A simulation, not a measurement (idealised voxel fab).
Process module under the name voxel wiring stack
Shown is cross-section cut, with a width of 255 nm and square cells of size 5 nm.
Each cross-section below is a grid of square cells, stated as bands in top-down order, with one or more rows of cells making up each band.
Band: top height; bottom height; in nm. Then, left to right: material with width in nm, for each material. "all across": a single material spanning edge to edge. "air": empty space.
Convention: height 0 is the level below which the wafer, as received, is all one material. The lowest band does not terminate at the bottom but continues downward, represented as "from 0 down".
When a width is written as two numbers, as in "30..40", the first number is the width in the top row of cells of the band and the second is the width in its bottom row, and the width changes by the same amount from each row to the next.
Step note "same as before" = no cross-section cell changed.
Enclosed voids (no open way to top), threshold 8 cells or more, entry "Internal closed voids", notation width x height at distance, distance from left edge, nm.
It should be noted that, on the line of a given step, the content following the step's settings is a remark produced by the simulator itself with respect to that step.
overlay nm: for a step with a mask, the amount by which the mask lay right of where it was planned; a negative amount means left of it.
**The process steps that were planned are listed below**
1 RECEIVE [material Si]
2 CONFORMAL_DEP [material SiO2] [thk nm 10]
3 DIRECTIONAL_DEP [material TiN] [thk nm 5]
4 DIRECTIONAL_DEP [material Ru] [thk nm 25]
5 PATTERN [tone cover] [mask id METAL_1] [material resist] [width nm 25] [pitch nm 55] [thk nm 15] [overlay nm 0]
6 DIRECTIONAL_ETCH [etch materials Ru] [depth nm 25]
7 DIRECTIONAL_ETCH [etch materials TiN] [depth nm 5]
8 STRIP [etch materials resist]
9 FILL_DEP [material SiO2] [thk nm 5]
10 CMP [height nm 40]
11 CONFORMAL_DEP [material SiCN] [thk nm 5]
12 DIRECTIONAL_DEP [material lowk] [thk nm 20]
13 MASKED_ETCH [tone open] [mask id PLUG_1] [width nm 15] [pitch nm 55] [etch materials lowk] [depth nm 20] [overlay nm 0]
14 MASKED_ETCH [tone open] [mask id PLUG_1] [width nm 15] [pitch nm 55] [etch materials SiCN] [depth nm 5] [overlay nm 0]
15 CONFORMAL_DEP [material TiN] [thk nm 5]
16 FILL_DEP [material W] [thk nm 5]
17 CMP [height nm 65]
18 CONFORMAL_DEP [material SiN] [thk nm 5]
19 DIRECTIONAL_DEP [material lowk] [thk nm 20]
20 MASKED_ETCH [tone open] [mask id METAL_2] [width nm 25] [pitch nm 55] [etch materials lowk] [depth nm 20] [overlay nm 0]
21 MASKED_ETCH [tone open] [mask id METAL_2] [width nm 25] [pitch nm 55] [etch materials SiN] [depth nm 5] [overlay nm 0]
22 CONFORMAL_DEP [material TiN] [thk nm 5]
23 FILL_DEP [material Cu] [thk nm 10]
24 CMP [height nm 90]
25 CONFORMAL_DEP [material SiCN] [thk nm 5]
**Run as planned: first of two wafers**
**Wafer cross-section on receipt, i.e. after step 1**
    from 0 down: Si all across
    Internal closed voids: none
**Wafer section view after processing step 2**
    from 10 to 0: SiO2 all across
    For the remainder of the cross-section, below 0, there is no change.
**Wafer section view after processing step 3**
    from 15 to 10: TiN all across
    For the remainder of the cross-section, below 10, there is no change.
**Wafer section view after processing step 4**
    from 40 to 15: Ru all across
    For the remainder of the cross-section, below 15, there is no change.
**Wafer section view after processing step 5**
    from 55 to 40: 30 of air  25 of resist  30 of air  25 of resist  30 of air  25 of resist  30 of air  25 of resist  35 of air
    For the remainder of the cross-section, below 40, there is no change.
**Wafer section view after processing step 6**
    from 55 to 40: 30 of air  25 of resist  30 of air  25 of resist  30 of air  25 of resist  30 of air  25 of resist  35 of air
    from 40 to 15: 30 of air  25 of Ru  30 of air  25 of Ru  30 of air  25 of Ru  30 of air  25 of Ru  35 of air
    For the remainder of the cross-section, below 15, there is no change.
**Wafer section view after processing step 7**
    from 55 to 40: 30 of air  25 of resist  30 of air  25 of resist  30 of air  25 of resist  30 of air  25 of resist  35 of air
    from 40 to 15: 30 of air  25 of Ru  30 of air  25 of Ru  30 of air  25 of Ru  30 of air  25 of Ru  35 of air
    from 15 to 10: 30 of air  25 of TiN  30 of air  25 of TiN  30 of air  25 of TiN  30 of air  25 of TiN  35 of air
    For the remainder of the cross-section, below 10, there is no change.
**Wafer section view after processing step 8**
    from 40 to 15: 30 of air  25 of Ru  30 of air  25 of Ru  30 of air  25 of Ru  30 of air  25 of Ru  35 of air
    For the remainder of the cross-section, below 15, there is no change.
**Wafer section view after processing step 9**
    from 45 to 40: SiO2 all across
    from 40 to 15: 30 of SiO2  25 of Ru  30 of SiO2  25 of Ru  30 of SiO2  25 of Ru  30 of SiO2  25 of Ru  35 of SiO2
    from 15 to 10: 30 of SiO2  25 of TiN  30 of SiO2  25 of TiN  30 of SiO2  25 of TiN  30 of SiO2  25 of TiN  35 of SiO2
    For the remainder of the cross-section, below 10, there is no change.
**Wafer section view after processing step 10**
    from 40 to 15: 30 of SiO2  25 of Ru  30 of SiO2  25 of Ru  30 of SiO2  25 of Ru  30 of SiO2  25 of Ru  35 of SiO2
    For the remainder of the cross-section, below 15, there is no change.
**Wafer section view after processing step 11**
    from 45 to 40: SiCN all across
    For the remainder of the cross-section, below 40, there is no change.
**Wafer section view after processing step 12**
    from 65 to 45: lowk all across
    For the remainder of the cross-section, below 45, there is no change.
**Wafer section view after processing step 13**
    from 65 to 45: 30 of lowk  15 of air  40 of lowk  15 of air  40 of lowk  15 of air  40 of lowk  15 of air  45 of lowk
    For the remainder of the cross-section, below 45, there is no change.
**Wafer section view after processing step 14**
    from 65 to 45: 30 of lowk  15 of air  40 of lowk  15 of air  40 of lowk  15 of air  40 of lowk  15 of air  45 of lowk
    from 45 to 40: 30 of SiCN  15 of air  40 of SiCN  15 of air  40 of SiCN  15 of air  40 of SiCN  15 of air  45 of SiCN
    For the remainder of the cross-section, below 40, there is no change.
**Wafer section view after processing step 15**
    from 70 to 65: 35 of TiN  5 of air  50 of TiN  5 of air  50 of TiN  5 of air  50 of TiN  5 of air  50 of TiN
    from 65 to 45: 30 of lowk  5 of TiN  5 of air  5 of TiN  40 of lowk  5 of TiN  5 of air  5 of TiN  40 of lowk  5 of TiN  5 of air  5 of TiN  40 of lowk  5 of TiN  5 of air  5 of TiN  45 of lowk
    from 45 to 40: 30 of SiCN  15 of TiN  40 of SiCN  15 of TiN  40 of SiCN  15 of TiN  40 of SiCN  15 of TiN  45 of SiCN
    For the remainder of the cross-section, below 40, there is no change.
**Wafer section view after processing step 16**
    from 75 to 70: W all across
    from 70 to 65: 35 of TiN  5 of W  50 of TiN  5 of W  50 of TiN  5 of W  50 of TiN  5 of W  50 of TiN
    from 65 to 45: 30 of lowk  5 of TiN  5 of W  5 of TiN  40 of lowk  5 of TiN  5 of W  5 of TiN  40 of lowk  5 of TiN  5 of W  5 of TiN  40 of lowk  5 of TiN  5 of W  5 of TiN  45 of lowk
    For the remainder of the cross-section, below 45, there is no change.
**Wafer section view after processing step 17**
    from 65 to 45: 30 of lowk  5 of TiN  5 of W  5 of TiN  40 of lowk  5 of TiN  5 of W  5 of TiN  40 of lowk  5 of TiN  5 of W  5 of TiN  40 of lowk  5 of TiN  5 of W  5 of TiN  45 of lowk
    For the remainder of the cross-section, below 45, there is no change.
**Wafer section view after processing step 18**
    from 70 to 65: SiN all across
    For the remainder of the cross-section, below 65, there is no change.
**Wafer section view after processing step 19**
    from 90 to 70: lowk all across
    For the remainder of the cross-section, below 70, there is no change.
**Wafer section view after processing step 20**
    from 90 to 70: 30 of lowk  25 of air  30 of lowk  25 of air  30 of lowk  25 of air  30 of lowk  25 of air  35 of lowk
    For the remainder of the cross-section, below 70, there is no change.
**Wafer section view after processing step 21**
    from 90 to 70: 30 of lowk  25 of air  30 of lowk  25 of air  30 of lowk  25 of air  30 of lowk  25 of air  35 of lowk
    from 70 to 65: 30 of SiN  25 of air  30 of SiN  25 of air  30 of SiN  25 of air  30 of SiN  25 of air  35 of SiN
    For the remainder of the cross-section, below 65, there is no change.
**Wafer section view after processing step 22**
    from 95 to 90: 35 of TiN  15 of air  40 of TiN  15 of air  40 of TiN  15 of air  40 of TiN  15 of air  40 of TiN
    from 90 to 70: 30 of lowk  5 of TiN  15 of air  5 of TiN  30 of lowk  5 of TiN  15 of air  5 of TiN  30 of lowk  5 of TiN  15 of air  5 of TiN  30 of lowk  5 of TiN  15 of air  5 of TiN  35 of lowk
    from 70 to 65: 30 of SiN  25 of TiN  30 of SiN  25 of TiN  30 of SiN  25 of TiN  30 of SiN  25 of TiN  35 of SiN
    For the remainder of the cross-section, below 65, there is no change.
**Wafer section view after processing step 23**
    from 105 to 95: Cu all across
    from 95 to 90: 35 of TiN  15 of Cu  40 of TiN  15 of Cu  40 of TiN  15 of Cu  40 of TiN  15 of Cu  40 of TiN
    from 90 to 70: 30 of lowk  5 of TiN  15 of Cu  5 of TiN  30 of lowk  5 of TiN  15 of Cu  5 of TiN  30 of lowk  5 of TiN  15 of Cu  5 of TiN  30 of lowk  5 of TiN  15 of Cu  5 of TiN  35 of lowk
    For the remainder of the cross-section, below 70, there is no change.
**Wafer section view after processing step 24**
    from 90 to 70: 30 of lowk  5 of TiN  15 of Cu  5 of TiN  30 of lowk  5 of TiN  15 of Cu  5 of TiN  30 of lowk  5 of TiN  15 of Cu  5 of TiN  30 of lowk  5 of TiN  15 of Cu  5 of TiN  35 of lowk
    For the remainder of the cross-section, below 70, there is no change.
**Wafer section view after processing step 25**
    from 95 to 90: SiCN all across
    For the remainder of the cross-section, below 90, there is no change.
**Now the other wafer: same start, same recipe, but we messed up one thing when running it. Up to and including step 2 it's the same as the first one**
**Second wafer, cross-section, planned end of step 3**
    from 35 to 10: Ru all across
    For the remainder of the cross-section, below 10, there is no change.
**Second wafer, cross-section, planned end of step 4**
    from 40 to 35: TiN all across
    For the remainder of the cross-section, below 35, there is no change.
**Second wafer, cross-section, planned end of step 5**
    from 55 to 40: 30 of air  25 of resist  30 of air  25 of resist  30 of air  25 of resist  30 of air  25 of resist  35 of air
    For the remainder of the cross-section, below 40, there is no change.
Second wafer, cross-section, planned end of step 6: same as before
**Second wafer, cross-section, planned end of step 7**
    from 55 to 40: 30 of air  25 of resist  30 of air  25 of resist  30 of air  25 of resist  30 of air  25 of resist  35 of air
    from 40 to 35: 30 of air  25 of TiN  30 of air  25 of TiN  30 of air  25 of TiN  30 of air  25 of TiN  35 of air
    For the remainder of the cross-section, below 35, there is no change.
**Second wafer, cross-section, planned end of step 8**
    from 40 to 35: 30 of air  25 of TiN  30 of air  25 of TiN  30 of air  25 of TiN  30 of air  25 of TiN  35 of air
    For the remainder of the cross-section, below 35, there is no change.
**Second wafer, cross-section, planned end of step 9**
    from 45 to 40: SiO2 all across
    from 40 to 35: 30 of SiO2  25 of TiN  30 of SiO2  25 of TiN  30 of SiO2  25 of TiN  30 of SiO2  25 of TiN  35 of SiO2
    For the remainder of the cross-section, below 35, there is no change.
**Second wafer, cross-section, planned end of step 10**
    from 40 to 35: 30 of SiO2  25 of TiN  30 of SiO2  25 of TiN  30 of SiO2  25 of TiN  30 of SiO2  25 of TiN  35 of SiO2
    For the remainder of the cross-section, below 35, there is no change.
**Second wafer, cross-section, planned end of step 11**
    from 45 to 40: SiCN all across
    For the remainder of the cross-section, below 40, there is no change.
**Second wafer, cross-section, planned end of step 12**
    from 65 to 45: lowk all across
    For the remainder of the cross-section, below 45, there is no change.
**Second wafer, cross-section, planned end of step 13**
    from 65 to 45: 30 of lowk  15 of air  40 of lowk  15 of air  40 of lowk  15 of air  40 of lowk  15 of air  45 of lowk
    For the remainder of the cross-section, below 45, there is no change.
**Second wafer, cross-section, planned end of step 14**
    from 65 to 45: 30 of lowk  15 of air  40 of lowk  15 of air  40 of lowk  15 of air  40 of lowk  15 of air  45 of lowk
    from 45 to 40: 30 of SiCN  15 of air  40 of SiCN  15 of air  40 of SiCN  15 of air  40 of SiCN  15 of air  45 of SiCN
    For the remainder of the cross-section, below 40, there is no change.
**Second wafer, cross-section, planned end of step 15**
    from 70 to 65: 35 of TiN  5 of air  50 of TiN  5 of air  50 of TiN  5 of air  50 of TiN  5 of air  50 of TiN
    from 65 to 45: 30 of lowk  5 of TiN  5 of air  5 of TiN  40 of lowk  5 of TiN  5 of air  5 of TiN  40 of lowk  5 of TiN  5 of air  5 of TiN  40 of lowk  5 of TiN  5 of air  5 of TiN  45 of lowk
    from 45 to 40: 30 of SiCN  15 of TiN  40 of SiCN  15 of TiN  40 of SiCN  15 of TiN  40 of SiCN  15 of TiN  45 of SiCN
    For the remainder of the cross-section, below 40, there is no change.
**Second wafer, cross-section, planned end of step 16**
    from 75 to 70: W all across
    from 70 to 65: 35 of TiN  5 of W  50 of TiN  5 of W  50 of TiN  5 of W  50 of TiN  5 of W  50 of TiN
    from 65 to 45: 30 of lowk  5 of TiN  5 of W  5 of TiN  40 of lowk  5 of TiN  5 of W  5 of TiN  40 of lowk  5 of TiN  5 of W  5 of TiN  40 of lowk  5 of TiN  5 of W  5 of TiN  45 of lowk
    For the remainder of the cross-section, below 45, there is no change.
**Second wafer, cross-section, planned end of step 17**
    from 65 to 45: 30 of lowk  5 of TiN  5 of W  5 of TiN  40 of lowk  5 of TiN  5 of W  5 of TiN  40 of lowk  5 of TiN  5 of W  5 of TiN  40 of lowk  5 of TiN  5 of W  5 of TiN  45 of lowk
    For the remainder of the cross-section, below 45, there is no change.
**Second wafer, cross-section, planned end of step 18**
    from 70 to 65: SiN all across
    For the remainder of the cross-section, below 65, there is no change.
**Second wafer, cross-section, planned end of step 19**
    from 90 to 70: lowk all across
    For the remainder of the cross-section, below 70, there is no change.
**Second wafer, cross-section, planned end of step 20**
    from 90 to 70: 30 of lowk  25 of air  30 of lowk  25 of air  30 of lowk  25 of air  30 of lowk  25 of air  35 of lowk
    For the remainder of the cross-section, below 70, there is no change.
**Second wafer, cross-section, planned end of step 21**
    from 90 to 70: 30 of lowk  25 of air  30 of lowk  25 of air  30 of lowk  25 of air  30 of lowk  25 of air  35 of lowk
    from 70 to 65: 30 of SiN  25 of air  30 of SiN  25 of air  30 of SiN  25 of air  30 of SiN  25 of air  35 of SiN
    For the remainder of the cross-section, below 65, there is no change.
**Second wafer, cross-section, planned end of step 22**
    from 95 to 90: 35 of TiN  15 of air  40 of TiN  15 of air  40 of TiN  15 of air  40 of TiN  15 of air  40 of TiN
    from 90 to 70: 30 of lowk  5 of TiN  15 of air  5 of TiN  30 of lowk  5 of TiN  15 of air  5 of TiN  30 of lowk  5 of TiN  15 of air  5 of TiN  30 of lowk  5 of TiN  15 of air  5 of TiN  35 of lowk
    from 70 to 65: 30 of SiN  25 of TiN  30 of SiN  25 of TiN  30 of SiN  25 of TiN  30 of SiN  25 of TiN  35 of SiN
    For the remainder of the cross-section, below 65, there is no change.
**Second wafer, cross-section, planned end of step 23**
    from 105 to 95: Cu all across
    from 95 to 90: 35 of TiN  15 of Cu  40 of TiN  15 of Cu  40 of TiN  15 of Cu  40 of TiN  15 of Cu  40 of TiN
    from 90 to 70: 30 of lowk  5 of TiN  15 of Cu  5 of TiN  30 of lowk  5 of TiN  15 of Cu  5 of TiN  30 of lowk  5 of TiN  15 of Cu  5 of TiN  30 of lowk  5 of TiN  15 of Cu  5 of TiN  35 of lowk
    For the remainder of the cross-section, below 70, there is no change.
**Second wafer, cross-section, planned end of step 24**
    from 90 to 70: 30 of lowk  5 of TiN  15 of Cu  5 of TiN  30 of lowk  5 of TiN  15 of Cu  5 of TiN  30 of lowk  5 of TiN  15 of Cu  5 of TiN  30 of lowk  5 of TiN  15 of Cu  5 of TiN  35 of lowk
    For the remainder of the cross-section, below 70, there is no change.
**Second wafer, cross-section, planned end of step 25**
    from 95 to 90: SiCN all across
    For the remainder of the cross-section, below 90, there is no change.
what went wrong: order of steps 3 and 4 inverted relative to the plan
Per the end-of-run cell counts, the second wafer holds more or fewer of some materials than the first: 155 more of Ru | 155 fewer of SiO2
